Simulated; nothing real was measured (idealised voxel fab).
A process module follows: voxel tone inversion.
Cross-section cut spans 140 nm and uses square cells 5 nm in size.
Cross-section, as written here: a square-cell grid given band by band from the top down, where a band holds one or more rows of cells. Top, bottom (nm), then materials left to right with widths (nm); lone material tagged "edge to edge" fills the whole band edge to edge; "empty" = empty space. It should be noted that heights are counted from 0, beneath which the wafer as supplied is of one material throughout, and that the lowest band possesses no lower boundary but continues downward, as written in "top 0, no bottom". Width "30 to 40": first value at the band's top row of cells, second value at its bottom row, equal change from row to row. No cell of the cross-section changed in a step that is given as "stayed the same". Look at "Internal closed voids" for the closed voids: empty spaces with no open path to the top, sized 8 cells or up. Each is width x height at distance, distance from the left edge, all nm. On a step's line, text after the settings is the simulator commenting on that step. "overlay nm" answers the question of how far to the right of plan the mask lay on a step that has a mask, and when it is negative the answer is to the left.

## So here's the lineup of process steps we planned
| 1 | RECEIVE, material Si |
| 2 | CONFORMAL_DEP, material SiCN, thk nm 10 |
| 3 | DIRECTIONAL_DEP, material polySi, thk nm 15 |
| 4 | PATTERN, tone cover, mask id POSTS, material resist, width nm 15, pitch nm 50, thk nm 25, overlay nm 0 |
| 5 | DIRECTIONAL_ETCH, etch materials polySi, depth nm 15 |
| 6 | STRIP, etch materials resist |
| 7 | FILL_DEP, material SiO2, thk nm 5 |
| 8 | CMP, height nm 25 |
| 9 | STRIP, etch materials polySi |
The value of width nm given for step 4 in the plan refers to the first wafer; the wafers vary in this setting and are alike at the start.

## Cross-section of the first of several wafers on receipt, reflecting completion of step 1
- top 0, no bottom | Si edge to edge
- Internal closed voids: none

## Wafer cross-section (first of several) - module end, post step 9 (last step)
- top 25, bottom 10 | SiO2 40, empty 15, SiO2 35, empty 15, SiO2 35
- top 10, bottom 0 | SiCN edge to edge
- top 0, no bottom | Si edge to edge
- Internal closed voids: none

## Cross-section of the final wafer among several, taken at the end of the module
- top 25, bottom 10 | SiO2 30, empty 35, SiO2 15, empty 35, SiO2 25
- top 10, bottom 0 | SiCN edge to edge
- top 0, no bottom | Si edge to edge
- Internal closed voids: none

## Gained (+) or lost (-) cells of each material since receipt, then closed voids: one row per wafer, at the end of the module
width nm 15 | +56 SiCN | +66 SiO2 | Internal closed voids: none
width nm 20 | +56 SiCN | +60 SiO2 | Internal closed voids: none
width nm 25 | +56 SiCN | +54 SiO2 | Internal closed voids: none
width nm 30 | +56 SiCN | +48 SiO2 | Internal closed voids: none
width nm 35 | +56 SiCN | +42 SiO2 | Internal closed voids: none
